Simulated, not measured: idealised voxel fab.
Title: Process Module voxel capacitor over wiring
Section cut is 265 nm wide and gridded with 5 nm square cells.
A cross-section is a grid of square cells, given in bands from the top down. A band is one or more rows of cells. Band entry format. Leading values: height of top, height of bottom, nm. Remainder: materials in left-to-right order, each with its width in nm. Special words: "full width" on a single material, which then fills the band edge to edge; "air", empty space. We count height from 0. Below that, the starting wafer is all one material. The lowest band never ends at the bottom but goes on down; see "from 0 down" for how that is written. Think of "30 to 40" as a width that walks from the first number to the second as you go down the band, top row to bottom row, taking equal-sized steps from row to row. Take "changes: none" at face value: in the step it is given for, the cross-section changed in none of its cells. "Closed cavities" - sealed voids, min. 8 cells, no opening to top; format: width x height at distance (distance from left edge; nm throughout). Past the settings on a step's line: simulator remark, on that step. overlay nm: mask right of planned place by this much (step with mask). Neg. = left.
HERE'S WHAT THE PLANNED PROCESS STEPS LOOK LIKE
1 op RECEIVE | material Si
2 op CONFORMAL_DEP | material SiO2 | thk nm 15
3 op CONFORMAL_DEP | material SiCN | thk nm 5
4 op DIRECTIONAL_DEP | material SiO2 | thk nm 20
5 op MASKED_ETCH | tone open | mask id METAL_1 | width nm 30 | pitch nm 90 | etch materials SiO2 | depth nm 20 | overlay nm 0
6 op MASKED_ETCH | tone open | mask id METAL_1 | width nm 30 | pitch nm 90 | etch materials SiCN | depth nm 5 | overlay nm 0
7 op CONFORMAL_DEP | material TiN | thk nm 5
8 op FILL_DEP | material Cu | thk nm 10
9 op CMP | height nm 40
10 op CONFORMAL_DEP | material SiCN | thk nm 5
11 op DIRECTIONAL_DEP | material lowk | thk nm 15
12 op PATTERN | tone open | mask id PLUG_1 | material resist | width nm 15 | thk nm 20 | overlay nm 0
13 op DIRECTIONAL_ETCH | etch materials lowk | depth nm 15
14 op DIRECTIONAL_ETCH | etch materials SiCN | depth nm 5
15 op STRIP | etch materials resist
16 op EPI | material Ru | thk nm 10
17 op EPI | material Ru | thk nm 10
18 op DIRECTIONAL_DEP | material TiN | thk nm 5
19 op DIRECTIONAL_DEP | material HfO2 | thk nm 5
20 op DIRECTIONAL_DEP | material TiN | thk nm 5
21 op DIRECTIONAL_DEP | material aC | thk nm 15
22 op PATTERN | tone cover | mask id UPPER_PLATE | material resist | width nm 65 | thk nm 30 | overlay nm 0
23 op DIRECTIONAL_ETCH | etch materials aC | depth nm 15
24 op STRIP | etch materials resist
25 op DIRECTIONAL_ETCH | etch materials TiN | depth nm 5
26 op DIRECTIONAL_ETCH | etch materials HfO2 | depth nm 5
27 op STRIP | etch materials aC
28 op MASKED_ETCH | tone cover | mask id LOWER_PLATE | width nm 75 | etch materials TiN | depth nm 5 | overlay nm 0
29 op FILL_DEP | material SiO2 | thk nm 15
30 op CMP | height nm 85
31 op DIRECTIONAL_DEP | material aC | thk nm 15
32 op PATTERN | tone open | mask id PLUG_2 | material resist | width nm 15 | thk nm 30 | overlay nm 0
33 op DIRECTIONAL_ETCH | etch materials aC | depth nm 15
34 op STRIP | etch materials resist
35 op DIRECTIONAL_ETCH | etch materials SiO2 | depth nm 10
36 op STRIP | etch materials aC
37 op CONFORMAL_DEP | material TiN | thk nm 5
38 op FILL_DEP | material Cu | thk nm 5
39 op CMP | height nm 85
40 op CONFORMAL_DEP | material SiCN | thk nm 5
CROSS-SECTION OF THE WAFER AT RECEIPT, WHICH IS THE CONDITION AFTER STEP 1
from 0 down: Si full width
Closed cavities: none
THE FIRST OF TWO WAFERS, CROSS-SECTIONED AT THE END OF THE MODULE, WITH THE RUN PROCEEDING AS PLANNED
from 90 to 85: SiCN full width
from 85 to 80: 95 of SiO2, 5 of TiN, 5 of Cu, 5 of TiN, 155 of SiO2
from 80 to 70: 95 to 85 of SiO2, 15 to 65 of TiN, 155 to 115 of SiO2
from 70 to 65: 85 of SiO2, 65 of HfO2, 115 of SiO2
from 65 to 60: 80 of SiO2, 75 of TiN, 110 of SiO2
from 60 to 45: 85 of lowk, 15 of Ru, 165 of lowk
from 45 to 40: 85 of SiCN, 15 of Ru, 165 of SiCN
from 40 to 20: 70 of SiO2, 5 of TiN, 20 of Cu, 5 of TiN, 60 of SiO2, 5 of TiN, 20 of Cu, 5 of TiN, 75 of SiO2
from 20 to 15: 70 of SiCN, 30 of TiN, 60 of SiCN, 30 of TiN, 75 of SiCN
from 15 to 0: SiO2 full width
from 0 down: Si full width
Closed cavities: none
CROSS-SECTION, SECOND WAFER: SAME START AS THE FIRST, SAME PLAN AS THE FIRST, ONE MISTAKE IN RUNNING IT; TAKEN AT THE END OF THE MODULE
from 90 to 85: SiCN full width
from 85 to 80: 95 of SiO2, 5 of TiN, 5 of Cu, 5 of TiN, 155 of SiO2
from 80 to 70: 95 to 85 of SiO2, 15 to 65 of TiN, 155 to 115 of SiO2
from 70 to 65: 85 of SiO2, 65 of HfO2, 115 of SiO2
from 65 to 60: 80 of SiO2, 75 of TiN, 110 of SiO2
from 60 to 45: 85 of lowk, 15 of Ru, 165 of lowk
from 45 to 40: 85 of SiCN, 15 of Ru, 165 of SiCN
from 40 to 35: 70 of SiO2, 5 of TiN, 20 of Cu, 5 of TiN, 60 of SiO2, 5 of TiN, 20 of Cu, 5 of TiN, 75 of SiO2
from 35 to 30: 70 of SiCN, 30 of TiN, 60 of SiCN, 30 of TiN, 75 of SiCN
from 30 to 0: SiO2 full width
from 0 down: Si full width
Closed cavities: none
In executing the process, a mistake was made relative to the plan: step 2 from the plan got run twice
Looking at both finished wafers in cells, the second ends up ahead of or behind the first on some materials: Cu: 24 fewer, SiO2: 36 more, TiN: 12 fewer
